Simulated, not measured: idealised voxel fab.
process module | voxel air gaps
cross-section cut | 275 nm wide | cells 5 nm
A cross-section is a grid of square cells, given in bands from the top down. A band is one or more rows of cells.
Each band's line starts with the height of the band's top and of its bottom, in nm. Then come its materials from left to right, each with its width in nm. One material with "throughout" fills the band from edge to edge. "air" is empty space.
Height 0 is the level under which the wafer as received is all one material. The lowest band goes on downwards, as in "0 down".
A width such as "30 to 40" changes by the same amount from each row of cells to the next, from the band's top row to its bottom row.
"no change" after a step means that no cell of the cross-section changed.
closed voids: empty space of 8 cells or more with no open way to the top, each as width x height at its distance from the left edge, in nm
after a step's settings: what the simulator itself notes on the step
overlay nm, on a step with a mask: how far to the right of its planned place the mask lay; to the left if negative
plan
1 op RECEIVE | material Si
2 op CONFORMAL_DEP | material SiO2 | thk nm 10
3 op CONFORMAL_DEP | material SiN | thk nm 5
4 op DIRECTIONAL_DEP | material SiO2 | thk nm 35
5 op MASKED_ETCH | tone open | mask id LINES | width nm 20 | pitch nm 50 | etch materials SiO2 | depth nm 35 | overlay nm 0
6 op CONFORMAL_DEP | material TiN | thk nm 5
7 op FILL_DEP | material W | thk nm 10
8 op CMP | height nm 50
9 op EPI | material Ru | thk nm 10
10 op SELECTIVE_ETCH | etch materials SiO2 | depth nm 45
11 op CONFORMAL_DEP | material SiN | thk nm 5
first wafer, as planned
as received, after step 1
  0 down: Si throughout
  closed voids: none
after step 2
  10 to 0: SiO2 throughout
  below 0: unchanged
after step 3
  15 to 10: SiN throughout
  below 10: unchanged
after step 4
  50 to 15: SiO2 throughout
  below 15: unchanged
after step 5
  50 to 15: SiO2 50 | air 20 | SiO2 30 | air 20 | SiO2 30 | air 20 | SiO2 30 | air 20 | SiO2 55
  below 15: unchanged
after step 6
  55 to 50: TiN 55 | air 10 | TiN 40 | air 10 | TiN 40 | air 10 | TiN 40 | air 10 | TiN 60
  50 to 20: SiO2 50 | TiN 5 | air 10 | TiN 5 | SiO2 30 | TiN 5 | air 10 | TiN 5 | SiO2 30 | TiN 5 | air 10 | TiN 5 | SiO2 30 | TiN 5 | air 10 | TiN 5 | SiO2 55
  20 to 15: SiO2 50 | TiN 20 | SiO2 30 | TiN 20 | SiO2 30 | TiN 20 | SiO2 30 | TiN 20 | SiO2 55
  below 15: unchanged
after step 7
  65 to 55: W throughout
  55 to 50: TiN 55 | W 10 | TiN 40 | W 10 | TiN 40 | W 10 | TiN 40 | W 10 | TiN 60
  50 to 20: SiO2 50 | TiN 5 | W 10 | TiN 5 | SiO2 30 | TiN 5 | W 10 | TiN 5 | SiO2 30 | TiN 5 | W 10 | TiN 5 | SiO2 30 | TiN 5 | W 10 | TiN 5 | SiO2 55
  below 20: unchanged
after step 8
  50 to 20: SiO2 50 | TiN 5 | W 10 | TiN 5 | SiO2 30 | TiN 5 | W 10 | TiN 5 | SiO2 30 | TiN 5 | W 10 | TiN 5 | SiO2 30 | TiN 5 | W 10 | TiN 5 | SiO2 55
  below 20: unchanged
after step 9
  60 to 50: air 40 | Ru 40 | air 10 | Ru 40 | air 10 | Ru 40 | air 10 | Ru 40 | air 45
  below 50: unchanged
after step 10
  60 to 50: air 40 | Ru 40 | air 10 | Ru 40 | air 10 | Ru 40 | air 10 | Ru 40 | air 45
  50 to 20: air 50 | TiN 5 | W 10 | TiN 5 | air 30 | TiN 5 | W 10 | TiN 5 | air 30 | TiN 5 | W 10 | TiN 5 | air 30 | TiN 5 | W 10 | TiN 5 | air 55
  20 to 15: air 50 | TiN 20 | air 30 | TiN 20 | air 30 | TiN 20 | air 30 | TiN 20 | air 55
  below 15: unchanged
after step 11
  65 to 60: air 35 | SiN 200 | air 40
  60 to 50: air 35 | SiN 5 | Ru 40 | SiN 10 | Ru 40 | SiN 10 | Ru 40 | SiN 10 | Ru 40 | SiN 5 | air 40
  50 to 45: air 35 | SiN 15 | TiN 5 | W 10 | TiN 5 | SiN 30 | TiN 5 | W 10 | TiN 5 | SiN 30 | TiN 5 | W 10 | TiN 5 | SiN 30 | TiN 5 | W 10 | TiN 5 | SiN 15 | air 40
  45 to 20: air 45 | SiN 5 | TiN 5 | W 10 | TiN 5 | SiN 5 | air 20 | SiN 5 | TiN 5 | W 10 | TiN 5 | SiN 5 | air 20 | SiN 5 | TiN 5 | W 10 | TiN 5 | SiN 5 | air 20 | SiN 5 | TiN 5 | W 10 | TiN 5 | SiN 5 | air 50
  20 to 15: SiN 50 | TiN 20 | SiN 30 | TiN 20 | SiN 30 | TiN 20 | SiN 30 | TiN 20 | SiN 55
  below 15: unchanged
  closed voids: 20 x 25 at 75; 20 x 25 at 125; 20 x 25 at 175
second wafer: like start, like plan, one mistake. Through step 8 it matches the first wafer
when step 9 should have ended
  70 to 50: air 30 | Ru 210 | air 35
  below 50: unchanged
when step 10 should have ended
  70 to 50: air 30 | Ru 210 | air 35
  50 to 20: air 50 | TiN 5 | W 10 | TiN 5 | SiO2 30 | TiN 5 | W 10 | TiN 5 | SiO2 30 | TiN 5 | W 10 | TiN 5 | SiO2 30 | TiN 5 | W 10 | TiN 5 | air 55
  20 to 15: air 50 | TiN 20 | SiO2 30 | TiN 20 | SiO2 30 | TiN 20 | SiO2 30 | TiN 20 | air 55
  below 15: unchanged
when step 11 should have ended
  75 to 70: air 25 | SiN 220 | air 30
  70 to 50: air 25 | SiN 5 | Ru 210 | SiN 5 | air 30
  50 to 45: air 25 | SiN 25 | TiN 5 | W 10 | TiN 5 | SiO2 30 | TiN 5 | W 10 | TiN 5 | SiO2 30 | TiN 5 | W 10 | TiN 5 | SiO2 30 | TiN 5 | W 10 | TiN 5 | SiN 25 | air 30
  45 to 20: air 45 | SiN 5 | TiN 5 | W 10 | TiN 5 | SiO2 30 | TiN 5 | W 10 | TiN 5 | SiO2 30 | TiN 5 | W 10 | TiN 5 | SiO2 30 | TiN 5 | W 10 | TiN 5 | SiN 5 | air 50
  20 to 15: SiN 50 | TiN 20 | SiO2 30 | TiN 20 | SiO2 30 | TiN 20 | SiO2 30 | TiN 20 | SiN 55
  below 15: unchanged
what went wrong: step 9 was run twice
at the end the second wafer has, in cells: 104 more of Ru | 66 fewer of SiN | 126 more of SiO2
closed voids at the end (first wafer, second wafer): 3, 0
